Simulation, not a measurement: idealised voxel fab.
process module | voxel gate over fins
cross-section cut | 220 nm wide | cells 5 nm
A cross-section is a grid of square cells, given in bands from the top down. A band is one or more rows of cells.
Each band's line starts with the height of the band's top and of its bottom, in nm. Then come its materials from left to right, each with its width in nm. One material with "throughout" fills the band from edge to edge. "air" is empty space.
Height 0 is the level under which the wafer as received is all one material. The lowest band goes on downwards, as in "0 down".
A width such as "30 to 40" changes by the same amount from each row of cells to the next, from the band's top row to its bottom row.
"no change" after a step means that no cell of the cross-section changed.
closed voids: empty space of 8 cells or more with no open way to the top, each as width x height at its distance from the left edge, in nm
after a step's settings: what the simulator itself notes on the step
overlay nm, on a step with a mask: how far to the right of its planned place the mask lay; to the left if negative
plan
1 op RECEIVE | material Si
2 op CONFORMAL_DEP | material SiN | thk nm 10
3 op DIRECTIONAL_DEP | material aC | thk nm 15
4 op PATTERN | tone cover | mask id FINS | material resist | width nm 15 | pitch nm 45 | thk nm 30 | overlay nm -15
5 op DIRECTIONAL_ETCH | etch materials aC | depth nm 15
6 op STRIP | etch materials resist
7 op DIRECTIONAL_ETCH | etch materials SiN | depth nm 10
8 op DIRECTIONAL_ETCH | etch materials Si | depth nm 30
9 op STRIP | etch materials aC
10 op FILL_DEP | material SiO2 | thk nm 5
11 op CMP | height nm 10
12 op SELECTIVE_ETCH | etch materials SiO2 | depth nm 20
13 op STRIP | etch materials SiN
14 op CONFORMAL_DEP | material HfO2 | thk nm 5
15 op CONFORMAL_DEP | material TiN | thk nm 5
16 op FILL_DEP | material W | thk nm 10
17 op CMP | height nm 15
18 op CONFORMAL_DEP | material SiCN | thk nm 10
varied across the wafers: overlay nm of step 4. The plan shows the first wafer's value. All wafers start alike
first wafer as received, after step 1
  0 down: Si throughout
  closed voids: none
first wafer at the end, after step 18
  25 to 15: SiCN throughout
  15 to 10: W throughout
  10 to 5: W 30 | TiN 35 | W 10 | TiN 35 | W 10 | TiN 35 | W 65
  5 to 0: W 30 | TiN 5 | HfO2 25 | TiN 5 | W 10 | TiN 5 | HfO2 25 | TiN 5 | W 10 | TiN 5 | HfO2 25 | TiN 5 | W 65
  0 to -5: TiN 35 | HfO2 5 | Si 15 | HfO2 5 | TiN 20 | HfO2 5 | Si 15 | HfO2 5 | TiN 20 | HfO2 5 | Si 15 | HfO2 5 | TiN 70
  -5 to -10: HfO2 40 | Si 15 | HfO2 30 | Si 15 | HfO2 30 | Si 15 | HfO2 75
  -10 to -30: SiO2 40 | Si 15 | SiO2 30 | Si 15 | SiO2 30 | Si 15 | SiO2 75
  -30 down: Si throughout
  closed voids: none
last wafer at the end
  25 to 15: SiCN throughout
  15 to 10: W throughout
  10 to 5: W 60 | TiN 35 | W 10 | TiN 35 | W 10 | TiN 35 | W 35
  5 to 0: W 60 | TiN 5 | HfO2 25 | TiN 5 | W 10 | TiN 5 | HfO2 25 | TiN 5 | W 10 | TiN 5 | HfO2 25 | TiN 5 | W 35
  0 to -5: TiN 65 | HfO2 5 | Si 15 | HfO2 5 | TiN 20 | HfO2 5 | Si 15 | HfO2 5 | TiN 20 | HfO2 5 | Si 15 | HfO2 5 | TiN 40
  -5 to -10: HfO2 70 | Si 15 | HfO2 30 | Si 15 | HfO2 30 | Si 15 | HfO2 45
  -10 to -30: SiO2 70 | Si 15 | SiO2 30 | Si 15 | SiO2 30 | Si 15 | SiO2 45
  -30 down: Si throughout
  closed voids: none
each wafer at the end: cells of each material gained (+) or lost (-) since it was received, then its closed voids
overlay nm -15 | +56 HfO2 | -210 Si | +88 SiCN | +140 SiO2 | +56 TiN | +90 W | closed voids: none
overlay nm -10 | +56 HfO2 | -210 Si | +88 SiCN | +140 SiO2 | +56 TiN | +90 W | closed voids: none
overlay nm -5 | +56 HfO2 | -210 Si | +88 SiCN | +140 SiO2 | +56 TiN | +90 W | closed voids: none
overlay nm 0 | +56 HfO2 | -210 Si | +88 SiCN | +140 SiO2 | +56 TiN | +90 W | closed voids: none
overlay nm 5 | +56 HfO2 | -210 Si | +88 SiCN | +140 SiO2 | +56 TiN | +90 W | closed voids: none
overlay nm 10 | +56 HfO2 | -210 Si | +88 SiCN | +140 SiO2 | +56 TiN | +90 W | closed voids: none
overlay nm 15 | +56 HfO2 | -210 Si | +88 SiCN | +140 SiO2 | +56 TiN | +90 W | closed voids: none
